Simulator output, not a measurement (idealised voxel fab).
Name of the process module below: voxel self aligned vias
Cross-sectional view cut (width: 265 nm; square cell size: 5 nm).
Bands, listed from the top down, are how a cross-section gets written in this document; the cross-section itself is a grid of square cells, and a band is one or more rows of them. In this notation a band is specified by the heights of its top and bottom, in that order and in nm, after which its materials appear from left to right, each paired with its width in nm. The word "all across" attached to a single material means that material fills the band from edge to edge; the word "empty" stands for empty space. Convention: height 0 is the level below which the wafer, as received, is all one material. The lowest band does not terminate at the bottom but continues downward, represented as "top 0, no bottom". Think of "30->40" as a width that walks from the first number to the second as you go down the band, top row to bottom row, taking equal-sized steps from row to row. Take "no change occurred" at face value: in the step it is given for, the cross-section changed in none of its cells. For the entry "Unvented internal voids", the listed items are empty spaces with no open way to the top whose size is 8 cells or more; each item follows the pattern width x height at distance, where distance is from the left edge and all three are in nm. after a step's settings: what the simulator itself notes on the step. On any step carrying a mask, the "overlay nm" setting, if present on the step's line, tells how far right of its planned place the mask lay; negative values point to the left.

### Listed below are the process steps as planned
| 1 | RECEIVE [material Si] |
| 2 | CONFORMAL_DEP [material SiO2] [thk nm 15] |
| 3 | CONFORMAL_DEP [material SiCN] [thk nm 5] |
| 4 | DIRECTIONAL_DEP [material lowk] [thk nm 25] |
| 5 | DIRECTIONAL_DEP [material aC] [thk nm 10] |
| 6 | PATTERN [tone open] [mask id LINES] [material resist] [width nm 30] [pitch nm 80] [thk nm 30] [overlay nm 0] |
| 7 | DIRECTIONAL_ETCH [etch materials aC] [depth nm 10] |
| 8 | STRIP [etch materials resist] |
| 9 | DIRECTIONAL_ETCH [etch materials lowk] [depth nm 25] |
| 10 | STRIP [etch materials aC] |
| 11 | CONFORMAL_DEP [material TiN] [thk nm 5] |
| 12 | FILL_DEP [material Ru] [thk nm 10] |
| 13 | CMP [height nm 45] |
| 14 | SELECTIVE_ETCH [etch materials W Ru TiN] [depth nm 10] |
| 15 | FILL_DEP [material SiN] [thk nm 5] |
| 16 | CMP [height nm 45] |
| 17 | DIRECTIONAL_DEP [material lowk] [thk nm 15] |
| 18 | DIRECTIONAL_DEP [material aC] [thk nm 10] |
| 19 | PATTERN [tone open] [mask id VIAS] [material resist] [width nm 50] [pitch nm 160] [thk nm 30] [overlay nm 0] |
| 20 | DIRECTIONAL_ETCH [etch materials aC] [depth nm 10] |
| 21 | STRIP [etch materials resist] |
| 22 | DIRECTIONAL_ETCH [etch materials lowk] [depth nm 15] |
| 23 | DIRECTIONAL_ETCH [etch materials SiN] [depth nm 10] |
| 24 | STRIP [etch materials aC] |
| 25 | CONFORMAL_DEP [material TiN] [thk nm 5] |
| 26 | FILL_DEP [material Cu] [thk nm 10] |
| 27 | CMP [height nm 60] |
| 28 | CONFORMAL_DEP [material SiCN] [thk nm 5] |

### Cross-section of the wafer upon arrival, representing the state reached after step 1
  top 0, no bottom: Si all across
  Unvented internal voids: none

### Module complete, cross-section. Starting point and plan per above. One mistake made in running the module
  top 65, bottom 60: SiCN all across
  top 60, bottom 50: 25 lowk  5 TiN  40 Cu  5 TiN  110 lowk  5 TiN  40 Cu  5 TiN  30 lowk
  top 50, bottom 45: 25 lowk  15 TiN  20 Cu  15 TiN  110 lowk  15 TiN  20 Cu  15 TiN  30 lowk
  top 45, bottom 40: 35 lowk  5 TiN  20 Cu  5 TiN  50 lowk  30 SiN  50 lowk  5 TiN  20 Cu  5 TiN  40 lowk
  top 40, bottom 35: 35 lowk  30 TiN  50 lowk  30 SiN  50 lowk  30 TiN  40 lowk
  top 35, bottom 25: 35 lowk  5 TiN  20 Ru  5 TiN  50 lowk  5 TiN  20 Ru  5 TiN  50 lowk  5 TiN  20 Ru  5 TiN  40 lowk
  top 25, bottom 20: 35 lowk  30 TiN  50 lowk  30 TiN  50 lowk  30 TiN  40 lowk
  top 20, bottom 5: SiO2 all across
  top 5, bottom 0: SiCN all across
  top 0, no bottom: Si all across
  Unvented internal voids: none
Short version of what went wrong: step 2 ran in the slot meant for step 3, and vice versa
